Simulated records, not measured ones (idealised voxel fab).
The following process module bears the name voxel ribs on slabs.
Displayed cross-section: cut, width of 275 nm, square cells sized 5 nm.
Cross-section layout: square cells on a grid; listed as bands, top to bottom; a band spans one or more cell rows. What a band's entry tells you: where the top is and where the bottom is, as heights in nm, and after that what lies inside, material by material from left to right, each with its width in nm. Empty space is written as the word "air", and a single material marked with the word "everywhere" occupies the band from edge to edge. For the purposes of this specification, 0 denotes the height below which the wafer in its as-received condition is composed wholly of one material, and the lowermost band, lacking a lower limit, extends downward without end, as expressed in "0 and below". Top row gets the first number, bottom row gets the second, and each row in between changes by the same step: that is how a band width like "30..40" works. When a step is marked "no change occurred", none of the cells in the cross-section changed during that step. Heads up: "Closed void entries" only lists the empty pockets with no open path to the top that are 8 cells or more, and it writes them as width x height at distance, distance from the left edge, in nm. Whatever follows a step's settings on its line is a remark the simulator itself makes about that step. "overlay nm" answers the question of how far to the right of plan the mask lay on a step that has a mask, and when it is negative the answer is to the left.

# plan
1. RECEIVE (material Si)
2. DIRECTIONAL_DEP (material SiO2; thk nm 20)
3. DIRECTIONAL_DEP (material SiN; thk nm 15)
4. PATTERN (tone cover; mask id RIB; material resist; width nm 25; thk nm 20; overlay nm 0)
5. DIRECTIONAL_ETCH (etch materials SiN; depth nm 10)
6. STRIP (etch materials resist)
7. DIRECTIONAL_DEP (material aC; thk nm 10)
8. PATTERN (tone cover; mask id SLAB; material resist; width nm 75; thk nm 25; overlay nm 0)
9. DIRECTIONAL_ETCH (etch materials aC; depth nm 10)
10. STRIP (etch materials resist)
11. DIRECTIONAL_ETCH (etch materials SiN; depth nm 5)
12. STRIP (etch materials aC)
13. FILL_DEP (material SiO2; thk nm 30)
14. CMP (height nm 55)
15. DIRECTIONAL_DEP (material TiN; thk nm 10)
16. PATTERN (tone cover; mask id HEATER; material resist; width nm 35; thk nm 15; overlay nm 0)
17. DIRECTIONAL_ETCH (etch materials TiN; depth nm 5)
18. STRIP (etch materials resist)
19. CONFORMAL_DEP (material SiN; thk nm 5)
The wafers are alike at the start. At step 17, their depth nm differs. The plan lists the first wafer's value.

# The first of several wafers in cross-section, exactly as it reached us after step 1
> 0 and below | Si everywhere
> Closed void entries: none

# first wafer at the end, after step 19
> 70 down to 65 | air=115, SiN=45, air=115
> 65 down to 60 | SiN=120, TiN=35, SiN=120
> 60 down to 55 | TiN everywhere
> 55 down to 35 | SiO2 everywhere
> 35 down to 25 | SiO2=125, SiN=25, SiO2=125
> 25 down to 20 | SiO2=100, SiN=75, SiO2=100
> 20 down to 0 | SiO2 everywhere
> 0 and below | Si everywhere
> Closed void entries: none

# Last wafer x-sec, end of module
> 70 down to 65 | air=115, SiN=45, air=115
> 65 down to 60 | air=115, SiN=5, TiN=35, SiN=5, air=115
> 60 down to 55 | SiN=120, TiN=35, SiN=120
> 55 down to 35 | SiO2 everywhere
> 35 down to 25 | SiO2=125, SiN=25, SiO2=125
> 25 down to 20 | SiO2=100, SiN=75, SiO2=100
> 20 down to 0 | SiO2 everywhere
> 0 and below | Si everywhere
> Closed void entries: none

# The rows of the table below are wafers. Looking at the end of the module, a row counts, for every material, the cells the wafer has gained, shown as (+), or lost, shown as (-), since it was received; its closed voids come next
depth nm 5; +82 SiN; +580 SiO2; +62 TiN; Closed void entries: none
depth nm 10; +84 SiN; +580 SiO2; +14 TiN; Closed void entries: none
depth nm 15; +84 SiN; +580 SiO2; +14 TiN; Closed void entries: none
depth nm 20; +84 SiN; +580 SiO2; +14 TiN; Closed void entries: none
depth nm 25; +84 SiN; +580 SiO2; +14 TiN; Closed void entries: none
